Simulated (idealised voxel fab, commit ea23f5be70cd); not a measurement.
The process module presented herein is designated voxel capacitor over wiring.
Square cell edge 5 nm, section width 200 nm, ID cut.
Cross-sections here: square-cell grids, written as top-down lists of bands, a band being one or more rows of cells. Within each band entry, the heights of the top and of the bottom of the band appear first, in that order and in nm; the materials of the band then follow from left to right, each with its corresponding width in nm. The designation "everywhere" on a single material indicates that it fills the band from edge to edge; the designation "air" indicates empty space. Heads up on the height convention: 0 is the point under which the incoming wafer is all one material, and the lowest band has no bottom, it just keeps going down, like "0 down". Think of "30->40" as a width that walks from the first number to the second as you go down the band, top row to bottom row, taking equal-sized steps from row to row. Reading "nothing was modified" for a step: not a cell of the cross-section changed in it. This entry, "Catalogued sealed voids", enumerates those empty regions of no fewer than 8 cells that possess no open connection to the top. Each region is reported in the form width x height at distance, the distance being taken from the left edge, with all three quantities expressed in nm. What comes after the settings on a step's line is commentary from the simulator itself on that step. The optional step-line setting "overlay nm" applies to steps with a mask and quantifies how far to the right of its planned location the mask lay, a negative value indicating leftward placement.
plan:
1: op RECEIVE | material Si
2: op CONFORMAL_DEP | material SiO2 | thk nm 15
3: op DIRECTIONAL_DEP | material TiN | thk nm 5
4: op DIRECTIONAL_DEP | material Ru | thk nm 15
5: op MASKED_ETCH | tone cover | mask id METAL_1 | width nm 25 | pitch nm 85 | etch materials Ru | depth nm 15 | overlay nm 0
6: op MASKED_ETCH | tone cover | mask id METAL_1 | width nm 25 | pitch nm 85 | etch materials TiN | depth nm 5 | overlay nm 0
7: op FILL_DEP | material lowk | thk nm 10
8: op CMP | height nm 35
9: op CONFORMAL_DEP | material SiCN | thk nm 5
10: op DIRECTIONAL_DEP | material lowk | thk nm 20
11: op MASKED_ETCH | tone open | mask id PLUG_1 | width nm 15 | etch materials lowk | depth nm 20 | overlay nm 0
12: op MASKED_ETCH | tone open | mask id PLUG_1 | width nm 15 | etch materials SiCN | depth nm 5 | overlay nm 0
13: op EPI | material Ru | thk nm 10
14: op EPI | material Ru | thk nm 10
15: op EPI | material Ru | thk nm 5
16: op DIRECTIONAL_DEP | material TiN | thk nm 10
17: op DIRECTIONAL_DEP | material Al2O3 | thk nm 5
18: op DIRECTIONAL_DEP | material TiN | thk nm 5
19: op PATTERN | tone cover | mask id UPPER_PLATE | material resist | width nm 65 | thk nm 15 | overlay nm 0
20: op DIRECTIONAL_ETCH | etch materials TiN | depth nm 5
21: op DIRECTIONAL_ETCH | etch materials Al2O3 | depth nm 5
22: op STRIP | etch materials resist
23: op PATTERN | tone cover | mask id LOWER_PLATE | material resist | width nm 75 | thk nm 20 | overlay nm 0
24: op DIRECTIONAL_ETCH | etch materials TiN | depth nm 10
25: op STRIP | etch materials resist
26: op FILL_DEP | material SiO2 | thk nm 15
27: op CMP | height nm 90
28: op DIRECTIONAL_DEP | material aC | thk nm 15
29: op PATTERN | tone open | mask id PLUG_2 | material resist | width nm 15 | thk nm 30 | overlay nm 0
30: op DIRECTIONAL_ETCH | etch materials aC | depth nm 15
31: op STRIP | etch materials resist
32: op DIRECTIONAL_ETCH | etch materials SiO2 | depth nm 10
33: op STRIP | etch materials aC
34: op CONFORMAL_DEP | material TiN | thk nm 5
35: op FILL_DEP | material W | thk nm 10
36: op CMP | height nm 90
37: op CONFORMAL_DEP | material SiCN | thk nm 5
First wafer of two (run as planned):
So this is the incoming wafer in cross-section - it's already been through step 1:
    0 down: Si everywhere
    Catalogued sealed voids: none
Wafer after step 2 (cross-section):
    15 to 0: SiO2 everywhere
    Below 0, no change.
Wafer after step 3 (cross-section):
    20 to 15: TiN everywhere
    Below 15, no change.
Wafer after step 4 (cross-section):
    35 to 20: Ru everywhere
    Below 20, no change.
Wafer after step 5 (cross-section):
    35 to 20: air (45), Ru (25), air (60), Ru (25), air (45)
    Below 20, no change.
Wafer after step 6 (cross-section):
    35 to 20: air (45), Ru (25), air (60), Ru (25), air (45)
    20 to 15: air (45), TiN (25), air (60), TiN (25), air (45)
    Below 15, no change.
Wafer after step 7 (cross-section):
    45 to 35: lowk everywhere
    35 to 20: lowk (45), Ru (25), lowk (60), Ru (25), lowk (45)
    20 to 15: lowk (45), TiN (25), lowk (60), TiN (25), lowk (45)
    Below 15, no change.
Wafer after step 8 (cross-section):
    35 to 20: lowk (45), Ru (25), lowk (60), Ru (25), lowk (45)
    Below 20, no change.
Wafer after step 9 (cross-section):
    40 to 35: SiCN everywhere
    Below 35, no change.
Wafer after step 10 (cross-section):
    60 to 40: lowk everywhere
    Below 40, no change.
Wafer after step 11 (cross-section):
    60 to 40: lowk (55), air (15), lowk (130)
    Below 40, no change.
Wafer after step 12 (cross-section):
    60 to 40: lowk (55), air (15), lowk (130)
    40 to 35: SiCN (55), air (15), SiCN (130)
    Below 35, no change.
Wafer after step 13 (cross-section):
    60 to 45: lowk (55), air (15), lowk (130)
    45 to 40: lowk (55), Ru (15), lowk (130)
    40 to 35: SiCN (55), Ru (15), SiCN (130)
    Below 35, no change.
Wafer after step 14 (cross-section):
    60 to 55: lowk (55), air (15), lowk (130)
    55 to 40: lowk (55), Ru (15), lowk (130)
    Below 40, no change.
Wafer after step 15 (cross-section):
    60 to 40: lowk (55), Ru (15), lowk (130)
    Below 40, no change.
Wafer after step 16 (cross-section):
    70 to 60: TiN everywhere
    Below 60, no change.
Wafer after step 17 (cross-section):
    75 to 70: Al2O3 everywhere
    Below 70, no change.
Wafer after step 18 (cross-section):
    80 to 75: TiN everywhere
    Below 75, no change.
Wafer after step 19 (cross-section):
    95 to 80: air (55), resist (65), air (80)
    Below 80, no change.
Wafer after step 20 (cross-section):
    95 to 80: air (55), resist (65), air (80)
    80 to 75: air (55), TiN (65), air (80)
    Below 75, no change.
Wafer after step 21 (cross-section):
    95 to 80: air (55), resist (65), air (80)
    80 to 75: air (55), TiN (65), air (80)
    75 to 70: air (55), Al2O3 (65), air (80)
    Below 70, no change.
Wafer after step 22 (cross-section):
    80 to 75: air (55), TiN (65), air (80)
    Below 75, no change.
Wafer after step 23 (cross-section):
    100 to 80: air (50), resist (75), air (75)
    80 to 75: air (50), resist (5), TiN (65), resist (5), air (75)
    75 to 70: air (50), resist (5), Al2O3 (65), resist (5), air (75)
    Below 70, no change.
Wafer after step 24 (cross-section):
    100 to 80: air (50), resist (75), air (75)
    80 to 75: air (50), resist (5), TiN (65), resist (5), air (75)
    75 to 70: air (50), resist (5), Al2O3 (65), resist (5), air (75)
    70 to 60: air (50), TiN (75), air (75)
    Below 60, no change.
Wafer after step 25 (cross-section):
    80 to 75: air (55), TiN (65), air (80)
    75 to 70: air (55), Al2O3 (65), air (80)
    Below 70, no change.
Wafer after step 26 (cross-section):
    95 to 80: SiO2 everywhere
    80 to 75: SiO2 (55), TiN (65), SiO2 (80)
    75 to 70: SiO2 (55), Al2O3 (65), SiO2 (80)
    70 to 60: SiO2 (50), TiN (75), SiO2 (75)
    Below 60, no change.
Wafer after step 27 (cross-section):
    90 to 80: SiO2 everywhere
    Below 80, no change.
Wafer after step 28 (cross-section):
    105 to 90: aC everywhere
    Below 90, no change.
Wafer after step 29 (cross-section):
    135 to 105: resist (65), air (15), resist (120)
    Below 105, no change.
Wafer after step 30 (cross-section):
    120 to 105: resist (65), air (15), resist (120)
    105 to 90: aC (65), air (15), aC (120)
    Below 90, no change.
Wafer after step 31 (cross-section):
    105 to 90: aC (65), air (15), aC (120)
    Below 90, no change.
Wafer after step 32 (cross-section):
    105 to 90: aC (65), air (15), aC (120)
    90 to 80: SiO2 (65), air (15), SiO2 (120)
    Below 80, no change.
Wafer after step 33 (cross-section):
    90 to 80: SiO2 (65), air (15), SiO2 (120)
    Below 80, no change.
Wafer after step 34 (cross-section):
    95 to 90: TiN (70), air (5), TiN (125)
    90 to 85: SiO2 (65), TiN (5), air (5), TiN (5), SiO2 (120)
    85 to 75: SiO2 (65->55), TiN (15->65), SiO2 (120->80)
    Below 75, no change.
Wafer after step 35 (cross-section):
    105 to 95: W everywhere
    95 to 90: TiN (70), W (5), TiN (125)
    90 to 85: SiO2 (65), TiN (5), W (5), TiN (5), SiO2 (120)
    Below 85, no change.
Wafer after step 36 (cross-section):
    90 to 85: SiO2 (65), TiN (5), W (5), TiN (5), SiO2 (120)
    Below 85, no change.
Wafer after step 37 (cross-section):
    95 to 90: SiCN everywhere
    Below 90, no change.
Here the second wafer is described. Its start and its plan were those of the first wafer. Its run contained one mistake. Up to and including step 2, it did exactly what the first wafer did:
Cross-section: second wafer, time at which step 3 was scheduled to end:
    20 to 15: SiCN everywhere
    Below 15, no change.
Cross-section: second wafer, time at which step 4 was scheduled to end:
    35 to 20: Ru everywhere
    Below 20, no change.
Cross-section: second wafer, time at which step 5 was scheduled to end:
    35 to 20: air (45), Ru (25), air (60), Ru (25), air (45)
    Below 20, no change.
Cross-section: second wafer, time at which step 6 was scheduled to end: nothing was modified
Cross-section: second wafer, time at which step 7 was scheduled to end:
    45 to 35: lowk everywhere
    35 to 20: lowk (45), Ru (25), lowk (60), Ru (25), lowk (45)
    Below 20, no change.
Cross-section: second wafer, time at which step 8 was scheduled to end:
    35 to 20: lowk (45), Ru (25), lowk (60), Ru (25), lowk (45)
    Below 20, no change.
Cross-section: second wafer, time at which step 9 was scheduled to end:
    40 to 35: SiCN everywhere
    Below 35, no change.
Cross-section: second wafer, time at which step 10 was scheduled to end:
    60 to 40: lowk everywhere
    Below 40, no change.
Cross-section: second wafer, time at which step 11 was scheduled to end:
    60 to 40: lowk (55), air (15), lowk (130)
    Below 40, no change.
Cross-section: second wafer, time at which step 12 was scheduled to end:
    60 to 40: lowk (55), air (15), lowk (130)
    40 to 35: SiCN (55), air (15), SiCN (130)
    Below 35, no change.
Cross-section: second wafer, time at which step 13 was scheduled to end:
    60 to 45: lowk (55), air (15), lowk (130)
    45 to 40: lowk (55), Ru (15), lowk (130)
    40 to 35: SiCN (55), Ru (15), SiCN (130)
    Below 35, no change.
Cross-section: second wafer, time at which step 14 was scheduled to end:
    60 to 55: lowk (55), air (15), lowk (130)
    55 to 40: lowk (55), Ru (15), lowk (130)
    Below 40, no change.
Cross-section: second wafer, time at which step 15 was scheduled to end:
    60 to 40: lowk (55), Ru (15), lowk (130)
    Below 40, no change.
Cross-section: second wafer, time at which step 16 was scheduled to end:
    70 to 60: TiN everywhere
    Below 60, no change.
Cross-section: second wafer, time at which step 17 was scheduled to end:
    75 to 70: Al2O3 everywhere
    Below 70, no change.
Cross-section: second wafer, time at which step 18 was scheduled to end:
    80 to 75: TiN everywhere
    Below 75, no change.
Cross-section: second wafer, time at which step 19 was scheduled to end:
    95 to 80: air (55), resist (65), air (80)
    Below 80, no change.
Cross-section: second wafer, time at which step 20 was scheduled to end:
    95 to 80: air (55), resist (65), air (80)
    80 to 75: air (55), TiN (65), air (80)
    Below 75, no change.
Cross-section: second wafer, time at which step 21 was scheduled to end:
    95 to 80: air (55), resist (65), air (80)
    80 to 75: air (55), TiN (65), air (80)
    75 to 70: air (55), Al2O3 (65), air (80)
    Below 70, no change.
Cross-section: second wafer, time at which step 22 was scheduled to end:
    80 to 75: air (55), TiN (65), air (80)
    Below 75, no change.
Cross-section: second wafer, time at which step 23 was scheduled to end:
    100 to 80: air (50), resist (75), air (75)
    80 to 75: air (50), resist (5), TiN (65), resist (5), air (75)
    75 to 70: air (50), resist (5), Al2O3 (65), resist (5), air (75)
    Below 70, no change.
Cross-section: second wafer, time at which step 24 was scheduled to end:
    100 to 80: air (50), resist (75), air (75)
    80 to 75: air (50), resist (5), TiN (65), resist (5), air (75)
    75 to 70: air (50), resist (5), Al2O3 (65), resist (5), air (75)
    70 to 60: air (50), TiN (75), air (75)
    Below 60, no change.
Cross-section: second wafer, time at which step 25 was scheduled to end:
    80 to 75: air (55), TiN (65), air (80)
    75 to 70: air (55), Al2O3 (65), air (80)
    Below 70, no change.
Cross-section: second wafer, time at which step 26 was scheduled to end:
    95 to 80: SiO2 everywhere
    80 to 75: SiO2 (55), TiN (65), SiO2 (80)
    75 to 70: SiO2 (55), Al2O3 (65), SiO2 (80)
    70 to 60: SiO2 (50), TiN (75), SiO2 (75)
    Below 60, no change.
Cross-section: second wafer, time at which step 27 was scheduled to end:
    90 to 80: SiO2 everywhere
    Below 80, no change.
Cross-section: second wafer, time at which step 28 was scheduled to end:
    105 to 90: aC everywhere
    Below 90, no change.
Cross-section: second wafer, time at which step 29 was scheduled to end:
    135 to 105: resist (65), air (15), resist (120)
    Below 105, no change.
Cross-section: second wafer, time at which step 30 was scheduled to end:
    120 to 105: resist (65), air (15), resist (120)
    105 to 90: aC (65), air (15), aC (120)
    Below 90, no change.
Cross-section: second wafer, time at which step 31 was scheduled to end:
    105 to 90: aC (65), air (15), aC (120)
    Below 90, no change.
Cross-section: second wafer, time at which step 32 was scheduled to end:
    105 to 90: aC (65), air (15), aC (120)
    90 to 80: SiO2 (65), air (15), SiO2 (120)
    Below 80, no change.
Cross-section: second wafer, time at which step 33 was scheduled to end:
    90 to 80: SiO2 (65), air (15), SiO2 (120)
    Below 80, no change.
Cross-section: second wafer, time at which step 34 was scheduled to end:
    95 to 90: TiN (70), air (5), TiN (125)
    90 to 85: SiO2 (65), TiN (5), air (5), TiN (5), SiO2 (120)
    85 to 75: SiO2 (65->55), TiN (15->65), SiO2 (120->80)
    Below 75, no change.
Cross-section: second wafer, time at which step 35 was scheduled to end:
    105 to 95: W everywhere
    95 to 90: TiN (70), W (5), TiN (125)
    90 to 85: SiO2 (65), TiN (5), W (5), TiN (5), SiO2 (120)
    Below 85, no change.
Cross-section: second wafer, time at which step 36 was scheduled to end:
    90 to 85: SiO2 (65), TiN (5), W (5), TiN (5), SiO2 (120)
    Below 85, no change.
Cross-section: second wafer, time at which step 37 was scheduled to end:
    95 to 90: SiCN everywhere
    Below 90, no change.
Heads up, the wafer didn't run the way we planned it: step 3 ran with different settings than intended, the actual operation and settings being op DIRECTIONAL_DEP | material SiCN | thk nm 5
Final comparison by cell count, materials where the second wafer has more or fewer than the first: SiCN +40; TiN -10; lowk -30
